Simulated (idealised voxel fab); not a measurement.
Module name: voxel self aligned vias (process module)
It is cross-section cut that appears here, measuring 195 nm in width, its square cells being 5 nm in size.
Throughout this document, each cross-section is represented as a grid of square cells and is presented as a sequence of bands enumerated from the top downward, where a band comprises one or more rows of cells.
Band: top and bottom heights (nm) first, top before bottom; then materials from left to right, widths in nm. "throughout" marks a sole material filling the band edge to edge. "air" denotes empty space.
Height datum 0, below which the as-received substrate wafer is one material. Lowest band open at the bottom, running downward: "top 0, no bottom".
It should be noted that a width expressed as "30->40" varies in equal increments from row to row of cells within the band, taking the value of the first number at the top row and that of the second number at the bottom row.
"nothing altered" for a step: no cell of the cross-section changed in that step.
Each empty space that has no open way to the top and spans at least 8 cells appears under "Sealed void listing" as width x height at distance, the distance counted from the left edge, all in nm.
Past the settings on a step's line: simulator remark, on that step.
A step's line can hold "overlay nm"; with a mask on that step, the setting says how far right of the planned place the mask lay, while a negative setting says it lay to the left.
For the reader: what remains of this document is a series of pairs, each showing a cross-section before one process step and a cross-section after that step which reaches down only to the lowest band that changed, with the step between them and its settings set out under the pair. It should not be assumed that a pair continues from the pair above it; the pairs can come from different runs of this module on the same starting wafer, and such continuity exists only where the entry headed "Incoming structure" says so.
-- Incoming structure
> top 65, bottom 60 = TiN 55, air 15, TiN 125
> top 60, bottom 45 = SiO2 50, TiN 5, air 15, TiN 5, SiO2 120
> top 45, bottom 40 = SiO2 50, TiN 25, SiO2 40, SiN 25, SiO2 55
> top 40, bottom 25 = SiO2 50, TiN 5, Ru 15, TiN 5, SiO2 40, TiN 5, Ru 15, TiN 5, SiO2 55
> top 25, bottom 20 = SiO2 50, TiN 25, SiO2 40, TiN 25, SiO2 55
> top 20, bottom 15 = SiCN throughout
> top 15, bottom 0 = SiO2 throughout
> top 0, no bottom = Si throughout
> Sealed void listing: none
-- Resultant Cross-Section
> top 75, bottom 65 = Ru throughout
> top 65, bottom 60 = TiN 55, Ru 15, TiN 125
> top 60, bottom 45 = SiO2 50, TiN 5, Ru 15, TiN 5, SiO2 120
> Note: structure below 45 unchanged.
> Sealed void listing: none
The step occurring between the two cross-sections depicted above is identified as FILL_DEP | material Ru | thk nm 10
Incoming structure: The pre-step condition corresponds to the post-step cross-section depicted in the pair directly above.
-- Resultant Cross-Section
> top 60, bottom 45 = SiO2 50, TiN 5, Ru 15, TiN 5, SiO2 120
> Note: structure below 45 unchanged.
> Sealed void listing: none
The step occurring between the two cross-sections depicted above is identified as CMP | height nm 60
Incoming structure: The pre-step condition corresponds to the post-step cross-section depicted in the pair directly above.
-- Resultant Cross-Section
> top 65, bottom 60 = SiN throughout
> Note: structure below 60 unchanged.
> Sealed void listing: none
The step occurring between the two cross-sections depicted above is identified as CONFORMAL_DEP | material SiN | thk nm 5
-- Incoming structure
> top 70, bottom 60 = aC throughout
> top 60, bottom 45 = SiO2 throughout
> top 45, bottom 40 = SiO2 50, SiN 25, SiO2 40, SiN 25, SiO2 55
> top 40, bottom 25 = SiO2 50, TiN 5, Ru 15, TiN 5, SiO2 40, TiN 5, Ru 15, TiN 5, SiO2 55
> top 25, bottom 20 = SiO2 50, TiN 25, SiO2 40, TiN 25, SiO2 55
> top 20, bottom 15 = SiCN throughout
> top 15, bottom 0 = SiO2 throughout
> top 0, no bottom = Si throughout
> Sealed void listing: none
-- Resultant Cross-Section
> top 100, bottom 70 = resist 50, air 35, resist 110
> Note: structure below 70 unchanged.
> Sealed void listing: none
The step occurring between the two cross-sections depicted above is identified as PATTERN | tone open | mask id VIAS | material resist | width nm 35 | thk nm 30 | overlay nm 5
Incoming structure: The pre-step condition corresponds to the post-step cross-section depicted in the pair directly above.
-- Resultant Cross-Section
> top 90, bottom 70 = resist 50, air 35, resist 110
> top 70, bottom 60 = aC 50, air 35, aC 110
> Note: structure below 60 unchanged.
> Sealed void listing: none
The step occurring between the two cross-sections depicted above is identified as DIRECTIONAL_ETCH | etch materials aC | depth nm 10
Incoming structure: The pre-step condition corresponds to the post-step cross-section depicted in the pair directly above.
-- Resultant Cross-Section
> top 70, bottom 60 = aC 50, air 35, aC 110
> Note: structure below 60 unchanged.
> Sealed void listing: none
The step occurring between the two cross-sections depicted above is identified as STRIP | etch materials resist
Incoming structure: The pre-step condition corresponds to the post-step cross-section depicted in the pair directly above.
-- Resultant Cross-Section
> top 70, bottom 60 = aC 50, air 35, aC 110
> top 60, bottom 45 = SiO2 50, air 35, SiO2 110
> Note: structure below 45 unchanged.
> Sealed void listing: none
The step occurring between the two cross-sections depicted above is identified as DIRECTIONAL_ETCH | etch materials SiO2 | depth nm 15
Incoming structure: The pre-step condition corresponds to the post-step cross-section depicted in the pair directly above.
-- Resultant Cross-Section
> top 70, bottom 60 = aC 50, air 35, aC 110
> top 60, bottom 45 = SiO2 50, air 35, SiO2 110
> top 45, bottom 40 = SiO2 50, air 25, SiO2 40, SiN 25, SiO2 55
> Note: structure below 40 unchanged.
> Sealed void listing: none
The step occurring between the two cross-sections depicted above is identified as DIRECTIONAL_ETCH | etch materials SiN | depth nm 5
Incoming structure: The pre-step condition corresponds to the post-step cross-section depicted in the pair directly above.
-- Resultant Cross-Section
> top 60, bottom 45 = SiO2 50, air 35, SiO2 110
> Note: structure below 45 unchanged.
> Sealed void listing: none
The step occurring between the two cross-sections depicted above is identified as STRIP | etch materials aC
Incoming structure: The pre-step condition corresponds to the post-step cross-section depicted in the pair directly above.
-- Resultant Cross-Section
> top 65, bottom 60 = TiN 55, air 25, TiN 115
> top 60, bottom 50 = SiO2 50, TiN 5, air 25, TiN 5, SiO2 110
> top 50, bottom 45 = SiO2 50, TiN 5, air 15, TiN 15, SiO2 110
> top 45, bottom 40 = SiO2 50, TiN 25, SiO2 40, SiN 25, SiO2 55
> Note: structure below 40 unchanged.
> Sealed void listing: none
The step occurring between the two cross-sections depicted above is identified as CONFORMAL_DEP | material TiN | thk nm 5
Incoming structure: The pre-step condition corresponds to the post-step cross-section depicted in the pair directly above.
-- Resultant Cross-Section
> top 75, bottom 65 = Ru throughout
> top 65, bottom 60 = TiN 55, Ru 25, TiN 115
> top 60, bottom 50 = SiO2 50, TiN 5, Ru 25, TiN 5, SiO2 110
> top 50, bottom 45 = SiO2 50, TiN 5, Ru 15, TiN 15, SiO2 110
> Note: structure below 45 unchanged.
> Sealed void listing: none
The step occurring between the two cross-sections depicted above is identified as FILL_DEP | material Ru | thk nm 10
Incoming structure: The pre-step condition corresponds to the post-step cross-section depicted in the pair directly above.
-- Resultant Cross-Section
> top 60, bottom 50 = SiO2 50, TiN 5, Ru 25, TiN 5, SiO2 110
> Note: structure below 50 unchanged.
> Sealed void listing: none
The step occurring between the two cross-sections depicted above is identified as CMP | height nm 60
Incoming structure: The pre-step condition corresponds to the post-step cross-section depicted in the pair directly above.
-- Resultant Cross-Section
> top 65, bottom 60 = SiN throughout
> Note: structure below 60 unchanged.
> Sealed void listing: none
The step occurring between the two cross-sections depicted above is identified as CONFORMAL_DEP | material SiN | thk nm 5
-- Incoming structure
> top 15, bottom 0 = SiO2 throughout
> top 0, no bottom = Si throughout
> Sealed void listing: none
-- Resultant Cross-Section
> top 20, bottom 0 = SiO2 throughout
> Note: structure below 0 unchanged.
> Sealed void listing: none
The step occurring between the two cross-sections depicted above is identified as CONFORMAL_DEP | material SiO2 | thk nm 5
Incoming structure: The pre-step condition corresponds to the post-step cross-section depicted in the pair directly above.
-- Resultant Cross-Section
> top 45, bottom 0 = SiO2 throughout
> Note: structure below 0 unchanged.
> Sealed void listing: none
The step occurring between the two cross-sections depicted above is identified as DIRECTIONAL_DEP | material SiO2 | thk nm 25
Incoming structure: The pre-step condition corresponds to the post-step cross-section depicted in the pair directly above.
-- Resultant Cross-Section
> top 45, bottom 20 = SiO2 50, air 25, SiO2 40, air 25, SiO2 55
> Note: structure below 20 unchanged.
> Sealed void listing: none
The step occurring between the two cross-sections depicted above is identified as MASKED_ETCH | tone open | mask id LINES | width nm 25 | pitch nm 65 | etch materials SiO2 | depth nm 25 | overlay nm 0
Incoming structure: The pre-step condition corresponds to the post-step cross-section depicted in the pair directly above.
-- Resultant Cross-Section
> top 50, bottom 45 = TiN 55, air 15, TiN 50, air 15, TiN 60
> top 45, bottom 25 = SiO2 50, TiN 5, air 15, TiN 5, SiO2 40, TiN 5, air 15, TiN 5, SiO2 55
> top 25, bottom 20 = SiO2 50, TiN 25, SiO2 40, TiN 25, SiO2 55
> Note: structure below 20 unchanged.
> Sealed void listing: none
The step occurring between the two cross-sections depicted above is identified as CONFORMAL_DEP | material TiN | thk nm 5
Incoming structure: The pre-step condition corresponds to the post-step cross-section depicted in the pair directly above.
-- Resultant Cross-Section
> top 60, bottom 50 = Ru throughout
> top 50, bottom 45 = TiN 55, Ru 15, TiN 50, Ru 15, TiN 60
> top 45, bottom 25 = SiO2 50, TiN 5, Ru 15, TiN 5, SiO2 40, TiN 5, Ru 15, TiN 5, SiO2 55
> Note: structure below 25 unchanged.
> Sealed void listing: none
The step occurring between the two cross-sections depicted above is identified as FILL_DEP | material Ru | thk nm 10
Incoming structure: The pre-step condition corresponds to the post-step cross-section depicted in the pair directly above.
-- Resultant Cross-Section
> top 45, bottom 25 = SiO2 50, TiN 5, Ru 15, TiN 5, SiO2 40, TiN 5, Ru 15, TiN 5, SiO2 55
> Note: structure below 25 unchanged.
> Sealed void listing: none
The step occurring between the two cross-sections depicted above is identified as CMP | height nm 45
Incoming structure: The pre-step condition corresponds to the post-step cross-section depicted in the pair directly above.
-- Resultant Cross-Section
> top 45, bottom 40 = SiO2 50, air 25, SiO2 40, air 25, SiO2 55
> Note: structure below 40 unchanged.
> Sealed void listing: none
The step occurring between the two cross-sections depicted above is identified as SELECTIVE_ETCH | etch materials W Ru TiN | depth nm 5
Incoming structure: The pre-step condition corresponds to the post-step cross-section depicted in the pair directly above.
-- Resultant Cross-Section
> top 50, bottom 45 = SiN throughout
> top 45, bottom 40 = SiO2 50, SiN 25, SiO2 40, SiN 25, SiO2 55
> Note: structure below 40 unchanged.
> Sealed void listing: none
The step occurring between the two cross-sections depicted above is identified as FILL_DEP | material SiN | thk nm 5
Incoming structure: The pre-step condition corresponds to the post-step cross-section depicted in the pair directly above.
-- Resultant Cross-Section
> top 45, bottom 40 = SiO2 50, SiN 25, SiO2 40, SiN 25, SiO2 55
> Note: structure below 40 unchanged.
> Sealed void listing: none
The step occurring between the two cross-sections depicted above is identified as CMP | height nm 45
Incoming structure: The pre-step condition corresponds to the post-step cross-section depicted in the pair directly above.
-- Resultant Cross-Section
> top 60, bottom 45 = SiO2 throughout
> Note: structure below 45 unchanged.
> Sealed void listing: none
The step occurring between the two cross-sections depicted above is identified as DIRECTIONAL_DEP | material SiO2 | thk nm 15
Incoming structure: The pre-step condition corresponds to the post-step cross-section depicted in the pair directly above.
-- Resultant Cross-Section
> top 70, bottom 60 = aC throughout
> Note: structure below 60 unchanged.
> Sealed void listing: none
The step occurring between the two cross-sections depicted above is identified as DIRECTIONAL_DEP | material aC | thk nm 10
Incoming structure: The pre-step condition corresponds to the post-step cross-section depicted in the pair directly above.
-- Resultant Cross-Section
> top 100, bottom 70 = resist 45, air 35, resist 115
> Note: structure below 70 unchanged.
> Sealed void listing: none
The step occurring between the two cross-sections depicted above is identified as PATTERN | tone open | mask id VIAS | material resist | width nm 35 | thk nm 30 | overlay nm 0
Incoming structure: The pre-step condition corresponds to the post-step cross-section depicted in the pair directly above.
-- Resultant Cross-Section
> top 90, bottom 70 = resist 45, air 35, resist 115
> top 70, bottom 60 = aC 45, air 35, aC 115
> Note: structure below 60 unchanged.
> Sealed void listing: none
The step occurring between the two cross-sections depicted above is identified as DIRECTIONAL_ETCH | etch materials aC | depth nm 10
Incoming structure: The pre-step condition corresponds to the post-step cross-section depicted in the pair directly above.
-- Resultant Cross-Section
> top 70, bottom 60 = aC 45, air 35, aC 115
> Note: structure below 60 unchanged.
> Sealed void listing: none
The step occurring between the two cross-sections depicted above is identified as STRIP | etch materials resist
Incoming structure: The pre-step condition corresponds to the post-step cross-section depicted in the pair directly above.
-- Resultant Cross-Section
> top 70, bottom 60 = aC 45, air 35, aC 115
> top 60, bottom 45 = SiO2 45, air 35, SiO2 115
> Note: structure below 45 unchanged.
> Sealed void listing: none
The step occurring between the two cross-sections depicted above is identified as DIRECTIONAL_ETCH | etch materials SiO2 | depth nm 15
Incoming structure: The pre-step condition corresponds to the post-step cross-section depicted in the pair directly above.
-- Resultant Cross-Section
> top 70, bottom 60 = aC 45, air 35, aC 115
> top 60, bottom 45 = SiO2 45, air 35, SiO2 115
> top 45, bottom 40 = SiO2 50, air 25, SiO2 40, SiN 25, SiO2 55
> Note: structure below 40 unchanged.
> Sealed void listing: none
The step occurring between the two cross-sections depicted above is identified as DIRECTIONAL_ETCH | etch materials SiN | depth nm 5
Incoming structure: The pre-step condition corresponds to the post-step cross-section depicted in the pair directly above.
-- Resultant Cross-Section
> top 60, bottom 45 = SiO2 45, air 35, SiO2 115
> Note: structure below 45 unchanged.
> Sealed void listing: none
The step occurring between the two cross-sections depicted above is identified as STRIP | etch materials aC
Incoming structure: The pre-step condition corresponds to the post-step cross-section depicted in the pair directly above.
-- Resultant Cross-Section
> top 65, bottom 60 = TiN 50, air 25, TiN 120
> top 60, bottom 50 = SiO2 45, TiN 5, air 25, TiN 5, SiO2 115
> top 50, bottom 45 = SiO2 45, TiN 10, air 15, TiN 10, SiO2 115
> top 45, bottom 40 = SiO2 50, TiN 25, SiO2 40, SiN 25, SiO2 55
> Note: structure below 40 unchanged.
> Sealed void listing: none
The step occurring between the two cross-sections depicted above is identified as CONFORMAL_DEP | material TiN | thk nm 5
Incoming structure: The pre-step condition corresponds to the post-step cross-section depicted in the pair directly above.
-- Resultant Cross-Section
> top 75, bottom 65 = Ru throughout
> top 65, bottom 60 = TiN 50, Ru 25, TiN 120
> top 60, bottom 50 = SiO2 45, TiN 5, Ru 25, TiN 5, SiO2 115
> top 50, bottom 45 = SiO2 45, TiN 10, Ru 15, TiN 10, SiO2 115
> Note: structure below 45 unchanged.
> Sealed void listing: none
The step occurring between the two cross-sections depicted above is identified as FILL_DEP | material Ru | thk nm 10
Incoming structure: The pre-step condition corresponds to the post-step cross-section depicted in the pair directly above.
-- Resultant Cross-Section
> top 60, bottom 50 = SiO2 45, TiN 5, Ru 25, TiN 5, SiO2 115
> Note: structure below 50 unchanged.
> Sealed void listing: none
The step occurring between the two cross-sections depicted above is identified as CMP | height nm 60
Incoming structure: The pre-step condition corresponds to the post-step cross-section depicted in the pair directly above.
-- Resultant Cross-Section
> top 65, bottom 60 = SiN throughout
> Note: structure below 60 unchanged.
> Sealed void listing: none
The step occurring between the two cross-sections depicted above is identified as CONFORMAL_DEP | material SiN | thk nm 5
-- Incoming structure
> top 70, bottom 60 = aC throughout
> top 60, bottom 45 = SiO2 throughout
> top 45, bottom 40 = SiO2 50, SiN 25, SiO2 40, SiN 25, SiO2 55
> top 40, bottom 25 = SiO2 50, TiN 5, Ru 15, TiN 5, SiO2 40, TiN 5, Ru 15, TiN 5, SiO2 55
> top 25, bottom 20 = SiO2 50, TiN 25, SiO2 40, TiN 25, SiO2 55
> top 20, bottom 15 = SiCN throughout
> top 15, bottom 0 = SiO2 throughout
> top 0, no bottom = Si throughout
> Sealed void listing: none
-- Resultant Cross-Section
> top 100, bottom 70 = air 45, resist 35, air 115
> Note: structure below 70 unchanged.
> Sealed void listing: none
The step occurring between the two cross-sections depicted above is identified as PATTERN | tone cover | mask id VIAS | material resist | width nm 35 | thk nm 30 | overlay nm 0
Incoming structure: The pre-step condition corresponds to the post-step cross-section depicted in the pair directly above.
-- Resultant Cross-Section
> top 90, bottom 70 = air 45, resist 35, air 115
> top 70, bottom 60 = air 45, aC 35, air 115
> Note: structure below 60 unchanged.
> Sealed void listing: none
The step occurring between the two cross-sections depicted above is identified as DIRECTIONAL_ETCH | etch materials aC | depth nm 10
Incoming structure: The pre-step condition corresponds to the post-step cross-section depicted in the pair directly above.
-- Resultant Cross-Section
> top 70, bottom 60 = air 45, aC 35, air 115
> Note: structure below 60 unchanged.
> Sealed void listing: none
The step occurring between the two cross-sections depicted above is identified as STRIP | etch materials resist
Incoming structure: The pre-step condition corresponds to the post-step cross-section depicted in the pair directly above.
-- Resultant Cross-Section
> top 70, bottom 60 = air 45, aC 35, air 115
> top 60, bottom 45 = air 45, SiO2 35, air 115
> Note: structure below 45 unchanged.
> Sealed void listing: none
The step occurring between the two cross-sections depicted above is identified as DIRECTIONAL_ETCH | etch materials SiO2 | depth nm 15
Incoming structure: The pre-step condition corresponds to the post-step cross-section depicted in the pair directly above.
-- Resultant Cross-Section
> top 70, bottom 60 = air 45, aC 35, air 115
> top 60, bottom 45 = air 45, SiO2 35, air 115
> top 45, bottom 40 = SiO2 50, SiN 25, SiO2 40, air 25, SiO2 55
> Note: structure below 40 unchanged.
> Sealed void listing: none
The step occurring between the two cross-sections depicted above is identified as DIRECTIONAL_ETCH | etch materials SiN | depth nm 5
Incoming structure: The pre-step condition corresponds to the post-step cross-section depicted in the pair directly above.
-- Resultant Cross-Section
> top 60, bottom 45 = air 45, SiO2 35, air 115
> Note: structure below 45 unchanged.
> Sealed void listing: none
The step occurring between the two cross-sections depicted above is identified as STRIP | etch materials aC
Incoming structure: The pre-step condition corresponds to the post-step cross-section depicted in the pair directly above.
-- Resultant Cross-Section
> top 65, bottom 60 = air 40, TiN 45, air 110
> top 60, bottom 50 = air 40, TiN 5, SiO2 35, TiN 5, air 110
> top 50, bottom 45 = TiN 45, SiO2 35, TiN 40, air 15, TiN 60
> top 45, bottom 40 = SiO2 50, SiN 25, SiO2 40, TiN 25, SiO2 55
> Note: structure below 40 unchanged.
> Sealed void listing: none
The step occurring between the two cross-sections depicted above is identified as CONFORMAL_DEP | material TiN | thk nm 5
Incoming structure: The pre-step condition corresponds to the post-step cross-section depicted in the pair directly above.
-- Resultant Cross-Section
> top 75, bottom 65 = Ru throughout
> top 65, bottom 60 = Ru 40, TiN 45, Ru 110
> top 60, bottom 50 = Ru 40, TiN 5, SiO2 35, TiN 5, Ru 110
> top 50, bottom 45 = TiN 45, SiO2 35, TiN 40, Ru 15, TiN 60
> Note: structure below 45 unchanged.
> Sealed void listing: none
The step occurring between the two cross-sections depicted above is identified as FILL_DEP | material Ru | thk nm 10
Incoming structure: The pre-step condition corresponds to the post-step cross-section depicted in the pair directly above.
-- Resultant Cross-Section
> top 60, bottom 50 = Ru 40, TiN 5, SiO2 35, TiN 5, Ru 110
> Note: structure below 50 unchanged.
> Sealed void listing: none
The step occurring between the two cross-sections depicted above is identified as CMP | height nm 60
Incoming structure: The pre-step condition corresponds to the post-step cross-section depicted in the pair directly above.
-- Resultant Cross-Section
> top 65, bottom 60 = SiN throughout
> Note: structure below 60 unchanged.
> Sealed void listing: none
The step occurring between the two cross-sections depicted above is identified as CONFORMAL_DEP | material SiN | thk nm 5
